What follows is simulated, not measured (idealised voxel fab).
Proc. module: voxel plated lines
Square cells of 5 nm make up the cross-section cut, whose width is 225 nm.
Think of the cross-section as a grid of square cells. We describe it in bands, top to bottom, and each band covers one or more rows of those cells. Within each band entry, the heights of the top and of the bottom of the band appear first, in that order and in nm; the materials of the band then follow from left to right, each with its corresponding width in nm. The designation "full width" on a single material indicates that it fills the band from edge to edge; the designation "blank" indicates empty space. Beneath 0, the wafer as received is one material, and that level is where height counting begins. The lowest band goes on downward without a bottom; it is written like "0 and below". The width entry "30 to 40" should be interpreted row by row: the top row of cells in the band takes the first number, the bottom row takes the second number, and the change between adjacent rows is uniform throughout. It should be understood that the words "nothing changed", when stated for a given step, signify that the cross-section underwent no change in any of its cells during that step. "Closed void register" lists enclosed empty spaces (at least 8 cells, no open path upward to the top), each as width x height at distance from the left edge, in nm. On a step's line, text after the settings is the simulator commenting on that step. overlay nm: step with mask; distance mask lay right of planned place; negative value = left of planned place. Reading guide: pairs of cross-sections, before and after one process step; after view cut off at lowest changed band; step and settings listed under each pair. Pairs may stem from different runs of this module on the same starting wafer; continuity with the pair above only where the "Ahead of processing" entry states it.

Ahead of processing
> 0 and below  Si full width
> Closed void register: none

Post-Step Geometry
> 10 down to 0  SiO2 full width
> Beneath the level 0, the cross-section is identical to its previous state.
> Closed void register: none
Processing between the before and after sections above: CONFORMAL_DEP (material SiO2; thk nm 10)

Ahead of processing: refer to the pair immediately above; the cross-section shown after its step is the state before this one.

Post-Step Geometry
> 15 down to 10  TiN full width
> Beneath the level 10, the cross-section is identical to its previous state.
> Closed void register: none
Processing between the before and after sections above: DIRECTIONAL_DEP (material TiN; thk nm 5)

Ahead of processing: refer to the pair immediately above; the cross-section shown after its step is the state before this one.

Post-Step Geometry
> 35 down to 15  resist 50 nm, blank 15 nm, resist 20 nm, blank 15 nm, resist 20 nm, blank 15 nm, resist 20 nm, blank 15 nm, resist 55 nm
> Beneath the level 15, the cross-section is identical to its previous state.
> Closed void register: none
Processing between the before and after sections above: PATTERN (tone open; mask id LINES; material resist; width nm 15; pitch nm 35; thk nm 20; overlay nm 0)

Ahead of processing: refer to the pair immediately above; the cross-section shown after its step is the state before this one.

Post-Step Geometry
> 35 down to 20  resist 50 nm, blank 15 nm, resist 20 nm, blank 15 nm, resist 20 nm, blank 15 nm, resist 20 nm, blank 15 nm, resist 55 nm
> 20 down to 15  resist 50 nm, Ru 15 nm, resist 20 nm, Ru 15 nm, resist 20 nm, Ru 15 nm, resist 20 nm, Ru 15 nm, resist 55 nm
> Beneath the level 15, the cross-section is identical to its previous state.
> Closed void register: none
Processing between the before and after sections above: EPI (material Ru; thk nm 5)

Ahead of processing: refer to the pair immediately above; the cross-section shown after its step is the state before this one.

Post-Step Geometry
> 20 down to 15  blank 50 nm, Ru 15 nm, blank 20 nm, Ru 15 nm, blank 20 nm, Ru 15 nm, blank 20 nm, Ru 15 nm, blank 55 nm
> Beneath the level 15, the cross-section is identical to its previous state.
> Closed void register: none
Processing between the before and after sections above: STRIP (etch materials resist)

Ahead of processing: refer to the pair immediately above; the cross-section shown after its step is the state before this one.

Post-Step Geometry
> 20 down to 15  blank 50 nm, Ru 15 nm, blank 20 nm, Ru 15 nm, blank 20 nm, Ru 15 nm, blank 20 nm, Ru 15 nm, blank 55 nm
> 15 down to 10  blank 50 nm, TiN 15 nm, blank 20 nm, TiN 15 nm, blank 20 nm, TiN 15 nm, blank 20 nm, TiN 15 nm, blank 55 nm
> Beneath the level 10, the cross-section is identical to its previous state.
> Closed void register: none
Processing between the before and after sections above: DIRECTIONAL_ETCH (etch materials TiN; depth nm 5)

Ahead of processing: refer to the pair immediately above; the cross-section shown after its step is the state before this one.

Post-Step Geometry
> 30 down to 20  blank 40 nm, SiO2 140 nm, blank 45 nm
> 20 down to 15  SiO2 50 nm, Ru 15 nm, SiO2 20 nm, Ru 15 nm, SiO2 20 nm, Ru 15 nm, SiO2 20 nm, Ru 15 nm, SiO2 55 nm
> 15 down to 10  SiO2 50 nm, TiN 15 nm, SiO2 20 nm, TiN 15 nm, SiO2 20 nm, TiN 15 nm, SiO2 20 nm, TiN 15 nm, SiO2 55 nm
> Beneath the level 10, the cross-section is identical to its previous state.
> Closed void register: none
Processing between the before and after sections above: CONFORMAL_DEP (material SiO2; thk nm 10)

Ahead of processing
> 0 and below  Si full width
> Closed void register: none

Post-Step Geometry
> 5 down to 0  TiN full width
> Beneath the level 0, the cross-section is identical to its previous state.
> Closed void register: none
Processing between the before and after sections above: DIRECTIONAL_DEP (material TiN; thk nm 5)

Ahead of processing: refer to the pair immediately above; the cross-section shown after its step is the state before this one.

Post-Step Geometry
> 25 down to 5  resist 50 nm, blank 15 nm, resist 20 nm, blank 15 nm, resist 20 nm, blank 15 nm, resist 20 nm, blank 15 nm, resist 55 nm
> Beneath the level 5, the cross-section is identical to its previous state.
> Closed void register: none
Processing between the before and after sections above: PATTERN (tone open; mask id LINES; material resist; width nm 15; pitch nm 35; thk nm 20; overlay nm 0)

Ahead of processing: refer to the pair immediately above; the cross-section shown after its step is the state before this one.

Post-Step Geometry
> 25 down to 10  resist 50 nm, blank 15 nm, resist 20 nm, blank 15 nm, resist 20 nm, blank 15 nm, resist 20 nm, blank 15 nm, resist 55 nm
> 10 down to 5  resist 50 nm, Ru 15 nm, resist 20 nm, Ru 15 nm, resist 20 nm, Ru 15 nm, resist 20 nm, Ru 15 nm, resist 55 nm
> Beneath the level 5, the cross-section is identical to its previous state.
> Closed void register: none
Processing between the before and after sections above: EPI (material Ru; thk nm 5)

Ahead of processing: refer to the pair immediately above; the cross-section shown after its step is the state before this one.

Post-Step Geometry
> 10 down to 5  blank 50 nm, Ru 15 nm, blank 20 nm, Ru 15 nm, blank 20 nm, Ru 15 nm, blank 20 nm, Ru 15 nm, blank 55 nm
> Beneath the level 5, the cross-section is identical to its previous state.
> Closed void register: none
Processing between the before and after sections above: STRIP (etch materials resist)

Ahead of processing: refer to the pair immediately above; the cross-section shown after its step is the state before this one.

Post-Step Geometry
> 10 down to 5  blank 50 nm, Ru 15 nm, blank 20 nm, Ru 15 nm, blank 20 nm, Ru 15 nm, blank 20 nm, Ru 15 nm, blank 55 nm
> 5 down to 0  blank 50 nm, TiN 15 nm, blank 20 nm, TiN 15 nm, blank 20 nm, TiN 15 nm, blank 20 nm, TiN 15 nm, blank 55 nm
> Beneath the level 0, the cross-section is identical to its previous state.
> Closed void register: none
Processing between the before and after sections above: DIRECTIONAL_ETCH (etch materials TiN; depth nm 5)

Ahead of processing: refer to the pair immediately above; the cross-section shown after its step is the state before this one.

Post-Step Geometry
> 20 down to 10  blank 40 nm, SiO2 140 nm, blank 45 nm
> 10 down to 5  SiO2 50 nm, Ru 15 nm, SiO2 20 nm, Ru 15 nm, SiO2 20 nm, Ru 15 nm, SiO2 20 nm, Ru 15 nm, SiO2 55 nm
> 5 down to 0  SiO2 50 nm, TiN 15 nm, SiO2 20 nm, TiN 15 nm, SiO2 20 nm, TiN 15 nm, SiO2 20 nm, TiN 15 nm, SiO2 55 nm
> Beneath the level 0, the cross-section is identical to its previous state.
> Closed void register: none
Processing between the before and after sections above: CONFORMAL_DEP (material SiO2; thk nm 10)

Ahead of processing
> 5 down to 0  TiN full width
> 0 and below  Si full width
> Closed void register: none

Post-Step Geometry
> 15 down to 5  SiO2 full width
> Beneath the level 5, the cross-section is identical to its previous state.
> Closed void register: none
Processing between the before and after sections above: CONFORMAL_DEP (material SiO2; thk nm 10)

Ahead of processing: refer to the pair immediately above; the cross-section shown after its step is the state before this one.

Post-Step Geometry
> 35 down to 15  resist 50 nm, blank 15 nm, resist 20 nm, blank 15 nm, resist 20 nm, blank 15 nm, resist 20 nm, blank 15 nm, resist 55 nm
> Beneath the level 15, the cross-section is identical to its previous state.
> Closed void register: none
Processing between the before and after sections above: PATTERN (tone open; mask id LINES; material resist; width nm 15; pitch nm 35; thk nm 20; overlay nm 0)

Ahead of processing: refer to the pair immediately above; the cross-section shown after its step is the state before this one.

Post-Step Geometry
> 15 down to 5  SiO2 full width
> Beneath the level 5, the cross-section is identical to its previous state.
> Closed void register: none
Processing between the before and after sections above: STRIP (etch materials resist)

Ahead of processing: refer to the pair immediately above; the cross-section shown after its step is the state before this one.

Post-Step Geometry
> 25 down to 5  SiO2 full width
> Beneath the level 5, the cross-section is identical to its previous state.
> Closed void register: none
Processing between the before and after sections above: CONFORMAL_DEP (material SiO2; thk nm 10)

Ahead of processing
> 10 down to 0  SiO2 full width
> 0 and below  Si full width
> Closed void register: none

Post-Step Geometry
> 25 down to 10  TiN full width
> Beneath the level 10, the cross-section is identical to its previous state.
> Closed void register: none
Processing between the before and after sections above: DIRECTIONAL_DEP (material TiN; thk nm 15)

Ahead of processing: refer to the pair immediately above; the cross-section shown after its step is the state before this one.

Post-Step Geometry
> 45 down to 25  resist 50 nm, blank 15 nm, resist 20 nm, blank 15 nm, resist 20 nm, blank 15 nm, resist 20 nm, blank 15 nm, resist 55 nm
> Beneath the level 25, the cross-section is identical to its previous state.
> Closed void register: none
Processing between the before and after sections above: PATTERN (tone open; mask id LINES; material resist; width nm 15; pitch nm 35; thk nm 20; overlay nm 0)

Ahead of processing: refer to the pair immediately above; the cross-section shown after its step is the state before this one.

Post-Step Geometry
> 45 down to 30  resist 50 nm, blank 15 nm, resist 20 nm, blank 15 nm, resist 20 nm, blank 15 nm, resist 20 nm, blank 15 nm, resist 55 nm
> 30 down to 25  resist 50 nm, Ru 15 nm, resist 20 nm, Ru 15 nm, resist 20 nm, Ru 15 nm, resist 20 nm, Ru 15 nm, resist 55 nm
> Beneath the level 25, the cross-section is identical to its previous state.
> Closed void register: none
Processing between the before and after sections above: EPI (material Ru; thk nm 5)

Ahead of processing: refer to the pair immediately above; the cross-section shown after its step is the state before this one.

Post-Step Geometry
> 30 down to 25  blank 50 nm, Ru 15 nm, blank 20 nm, Ru 15 nm, blank 20 nm, Ru 15 nm, blank 20 nm, Ru 15 nm, blank 55 nm
> Beneath the level 25, the cross-section is identical to its previous state.
> Closed void register: none
Processing between the before and after sections above: STRIP (etch materials resist)

Ahead of processing: refer to the pair immediately above; the cross-section shown after its step is the state before this one.

Post-Step Geometry
> 30 down to 25  blank 50 nm, Ru 15 nm, blank 20 nm, Ru 15 nm, blank 20 nm, Ru 15 nm, blank 20 nm, Ru 15 nm, blank 55 nm
> 25 down to 20  blank 50 nm, TiN 15 nm, blank 20 nm, TiN 15 nm, blank 20 nm, TiN 15 nm, blank 20 nm, TiN 15 nm, blank 55 nm
> Beneath the level 20, the cross-section is identical to its previous state.
> Closed void register: none
Processing between the before and after sections above: DIRECTIONAL_ETCH (etch materials TiN; depth nm 5)

Ahead of processing: refer to the pair immediately above; the cross-section shown after its step is the state before this one.

Post-Step Geometry
> 40 down to 30  blank 40 nm, SiO2 140 nm, blank 45 nm
> 30 down to 25  SiO2 50 nm, Ru 15 nm, SiO2 20 nm, Ru 15 nm, SiO2 20 nm, Ru 15 nm, SiO2 20 nm, Ru 15 nm, SiO2 55 nm
> 25 down to 20  SiO2 50 nm, TiN 15 nm, SiO2 20 nm, TiN 15 nm, SiO2 20 nm, TiN 15 nm, SiO2 20 nm, TiN 15 nm, SiO2 55 nm
> Beneath the level 20, the cross-section is identical to its previous state.
> Closed void register: none
Processing between the before and after sections above: CONFORMAL_DEP (material SiO2; thk nm 10)

Ahead of processing
> 15 down to 10  TiN full width
> 10 down to 0  SiO2 full width
> 0 and below  Si full width
> Closed void register: none

Post-Step Geometry
> 35 down to 15  resist 50 nm, blank 20 nm, resist 15 nm, blank 20 nm, resist 15 nm, blank 20 nm, resist 15 nm, blank 20 nm, resist 50 nm
> Beneath the level 15, the cross-section is identical to its previous state.
> Closed void register: none
Processing between the before and after sections above: PATTERN (tone open; mask id LINES; material resist; width nm 20; pitch nm 35; thk nm 20; overlay nm 0)

Ahead of processing: refer to the pair immediately above; the cross-section shown after its step is the state before this one.

Post-Step Geometry
> 35 down to 20  resist 50 nm, blank 20 nm, resist 15 nm, blank 20 nm, resist 15 nm, blank 20 nm, resist 15 nm, blank 20 nm, resist 50 nm
> 20 down to 15  resist 50 nm, Ru 20 nm, resist 15 nm, Ru 20 nm, resist 15 nm, Ru 20 nm, resist 15 nm, Ru 20 nm, resist 50 nm
> Beneath the level 15, the cross-section is identical to its previous state.
> Closed void register: none
Processing between the before and after sections above: EPI (material Ru; thk nm 5)

Ahead of processing: refer to the pair immediately above; the cross-section shown after its step is the state before this one.

Post-Step Geometry
> 20 down to 15  blank 50 nm, Ru 20 nm, blank 15 nm, Ru 20 nm, blank 15 nm, Ru 20 nm, blank 15 nm, Ru 20 nm, blank 50 nm
> Beneath the level 15, the cross-section is identical to its previous state.
> Closed void register: none
Processing between the before and after sections above: STRIP (etch materials resist)

Ahead of processing: refer to the pair immediately above; the cross-section shown after its step is the state before this one.

Post-Step Geometry
> 20 down to 15  blank 50 nm, Ru 20 nm, blank 15 nm, Ru 20 nm, blank 15 nm, Ru 20 nm, blank 15 nm, Ru 20 nm, blank 50 nm
> 15 down to 10  blank 50 nm, TiN 20 nm, blank 15 nm, TiN 20 nm, blank 15 nm, TiN 20 nm, blank 15 nm, TiN 20 nm, blank 50 nm
> Beneath the level 10, the cross-section is identical to its previous state.
> Closed void register: none
Processing between the before and after sections above: DIRECTIONAL_ETCH (etch materials TiN; depth nm 5)

Ahead of processing: refer to the pair immediately above; the cross-section shown after its step is the state before this one.

Post-Step Geometry
> 30 down to 20  blank 40 nm, SiO2 145 nm, blank 40 nm
> 20 down to 15  SiO2 50 nm, Ru 20 nm, SiO2 15 nm, Ru 20 nm, SiO2 15 nm, Ru 20 nm, SiO2 15 nm, Ru 20 nm, SiO2 50 nm
> 15 down to 10  SiO2 50 nm, TiN 20 nm, SiO2 15 nm, TiN 20 nm, SiO2 15 nm, TiN 20 nm, SiO2 15 nm, TiN 20 nm, SiO2 50 nm
> Beneath the level 10, the cross-section is identical to its previous state.
> Closed void register: none
Processing between the before and after sections above: CONFORMAL_DEP (material SiO2; thk nm 10)

Ahead of processing
> 15 down to 10  TiN full width
> 10 down to 0  SiO2 full width
> 0 and below  Si full width
> Closed void register: none

Post-Step Geometry
> 35 down to 15  resist 60 nm, blank 15 nm, resist 20 nm, blank 15 nm, resist 20 nm, blank 15 nm, resist 20 nm, blank 15 nm, resist 45 nm
> Beneath the level 15, the cross-section is identical to its previous state.
> Closed void register: none
Processing between the before and after sections above: PATTERN (tone open; mask id LINES; material resist; width nm 15; pitch nm 35; thk nm 20; overlay nm 10)

Ahead of processing: refer to the pair immediately above; the cross-section shown after its step is the state before this one.

Post-Step Geometry
> 35 down to 20  resist 60 nm, blank 15 nm, resist 20 nm, blank 15 nm, resist 20 nm, blank 15 nm, resist 20 nm, blank 15 nm, resist 45 nm
> 20 down to 15  resist 60 nm, Ru 15 nm, resist 20 nm, Ru 15 nm, resist 20 nm, Ru 15 nm, resist 20 nm, Ru 15 nm, resist 45 nm
> Beneath the level 15, the cross-section is identical to its previous state.
> Closed void register: none
Processing between the before and after sections above: EPI (material Ru; thk nm 5)

Ahead of processing: refer to the pair immediately above; the cross-section shown after its step is the state before this one.

Post-Step Geometry
> 20 down to 15  blank 60 nm, Ru 15 nm, blank 20 nm, Ru 15 nm, blank 20 nm, Ru 15 nm, blank 20 nm, Ru 15 nm, blank 45 nm
> Beneath the level 15, the cross-section is identical to its previous state.
> Closed void register: none
Processing between the before and after sections above: STRIP (etch materials resist)

Ahead of processing: refer to the pair immediately above; the cross-section shown after its step is the state before this one.

Post-Step Geometry
> 20 down to 15  blank 60 nm, Ru 15 nm, blank 20 nm, Ru 15 nm, blank 20 nm, Ru 15 nm, blank 20 nm, Ru 15 nm, blank 45 nm
> 15 down to 10  blank 60 nm, TiN 15 nm, blank 20 nm, TiN 15 nm, blank 20 nm, TiN 15 nm, blank 20 nm, TiN 15 nm, blank 45 nm
> Beneath the level 10, the cross-section is identical to its previous state.
> Closed void register: none
Processing between the before and after sections above: DIRECTIONAL_ETCH (etch materials TiN; depth nm 5)

Ahead of processing: refer to the pair immediately above; the cross-section shown after its step is the state before this one.

Post-Step Geometry
> 30 down to 20  blank 50 nm, SiO2 140 nm, blank 35 nm
> 20 down to 15  SiO2 60 nm, Ru 15 nm, SiO2 20 nm, Ru 15 nm, SiO2 20 nm, Ru 15 nm, SiO2 20 nm, Ru 15 nm, SiO2 45 nm
> 15 down to 10  SiO2 60 nm, TiN 15 nm, SiO2 20 nm, TiN 15 nm, SiO2 20 nm, TiN 15 nm, SiO2 20 nm, TiN 15 nm, SiO2 45 nm
> Beneath the level 10, the cross-section is identical to its previous state.
> Closed void register: none
Processing between the before and after sections above: CONFORMAL_DEP (material SiO2; thk nm 10)

Ahead of processing
> 10 down to 0  SiO2 full width
> 0 and below  Si full width
> Closed void register: none

Post-Step Geometry
> 15 down to 0  SiO2 full width
> Beneath the level 0, the cross-section is identical to its previous state.
> Closed void register: none
Processing between the before and after sections above: DIRECTIONAL_DEP (material SiO2; thk nm 5)

Ahead of processing: refer to the pair immediately above; the cross-section shown after its step is the state before this one.

Post-Step Geometry
> 35 down to 15  resist 50 nm, blank 15 nm, resist 20 nm, blank 15 nm, resist 20 nm, blank 15 nm, resist 20 nm, blank 15 nm, resist 55 nm
> Beneath the level 15, the cross-section is identical to its previous state.
> Closed void register: none
Processing between the before and after sections above: PATTERN (tone open; mask id LINES; material resist; width nm 15; pitch nm 35; thk nm 20; overlay nm 0)

Ahead of processing: refer to the pair immediately above; the cross-section shown after its step is the state before this one.

Post-Step Geometry
> 15 down to 0  SiO2 full width
> Beneath the level 0, the cross-section is identical to its previous state.
> Closed void register: none
Processing between the before and after sections above: STRIP (etch materials resist)

Ahead of processing: refer to the pair immediately above; the cross-section shown after its step is the state before this one.

Post-Step Geometry
> 25 down to 0  SiO2 full width
> Beneath the level 0, the cross-section is identical to its previous state.
> Closed void register: none
Processing between the before and after sections above: CONFORMAL_DEP (material SiO2; thk nm 10)

Ahead of processing
> 15 down to 10  TiN full width
> 10 down to 0  SiO2 full width
> 0 and below  Si full width
> Closed void register: none

Post-Step Geometry
> 35 down to 15  blank 50 nm, resist 15 nm, blank 20 nm, resist 15 nm, blank 20 nm, resist 15 nm, blank 20 nm, resist 15 nm, blank 55 nm
> Beneath the level 15, the cross-section is identical to its previous state.
> Closed void register: none
Processing between the before and after sections above: PATTERN (tone cover; mask id LINES; material resist; width nm 15; pitch nm 35; thk nm 20; overlay nm 0)

Ahead of processing: refer to the pair immediately above; the cross-section shown after its step is the state before this one.

Post-Step Geometry
> 35 down to 20  blank 50 nm, resist 15 nm, blank 20 nm, resist 15 nm, blank 20 nm, resist 15 nm, blank 20 nm, resist 15 nm, blank 55 nm
> 20 down to 15  Ru 50 nm, resist 15 nm, Ru 20 nm, resist 15 nm, Ru 20 nm, resist 15 nm, Ru 20 nm, resist 15 nm, Ru 55 nm
> Beneath the level 15, the cross-section is identical to its previous state.
> Closed void register: none
Processing between the before and after sections above: EPI (material Ru; thk nm 5)

Ahead of processing: refer to the pair immediately above; the cross-section shown after its step is the state before this one.

Post-Step Geometry
> 20 down to 15  Ru 50 nm, blank 15 nm, Ru 20 nm, blank 15 nm, Ru 20 nm, blank 15 nm, Ru 20 nm, blank 15 nm, Ru 55 nm
> Beneath the level 15, the cross-section is identical to its previous state.
> Closed void register: none
Processing between the before and after sections above: STRIP (etch materials resist)

Ahead of processing: refer to the pair immediately above; the cross-section shown after its step is the state before this one.

Post-Step Geometry
> 20 down to 15  Ru 50 nm, blank 15 nm, Ru 20 nm, blank 15 nm, Ru 20 nm, blank 15 nm, Ru 20 nm, blank 15 nm, Ru 55 nm
> 15 down to 10  TiN 50 nm, blank 15 nm, TiN 20 nm, blank 15 nm, TiN 20 nm, blank 15 nm, TiN 20 nm, blank 15 nm, TiN 55 nm
> Beneath the level 10, the cross-section is identical to its previous state.
> Closed void register: none
Processing between the before and after sections above: DIRECTIONAL_ETCH (etch materials TiN; depth nm 5)

Ahead of processing: refer to the pair immediately above; the cross-section shown after its step is the state before this one.

Post-Step Geometry
> 30 down to 20  SiO2 full width
> 20 down to 15  Ru 50 nm, SiO2 15 nm, Ru 20 nm, SiO2 15 nm, Ru 20 nm, SiO2 15 nm, Ru 20 nm, SiO2 15 nm, Ru 55 nm
> 15 down to 10  TiN 50 nm, SiO2 15 nm, TiN 20 nm, SiO2 15 nm, TiN 20 nm, SiO2 15 nm, TiN 20 nm, SiO2 15 nm, TiN 55 nm
> Beneath the level 10, the cross-section is identical to its previous state.
> Closed void register: none
Processing between the before and after sections above: CONFORMAL_DEP (material SiO2; thk nm 10)
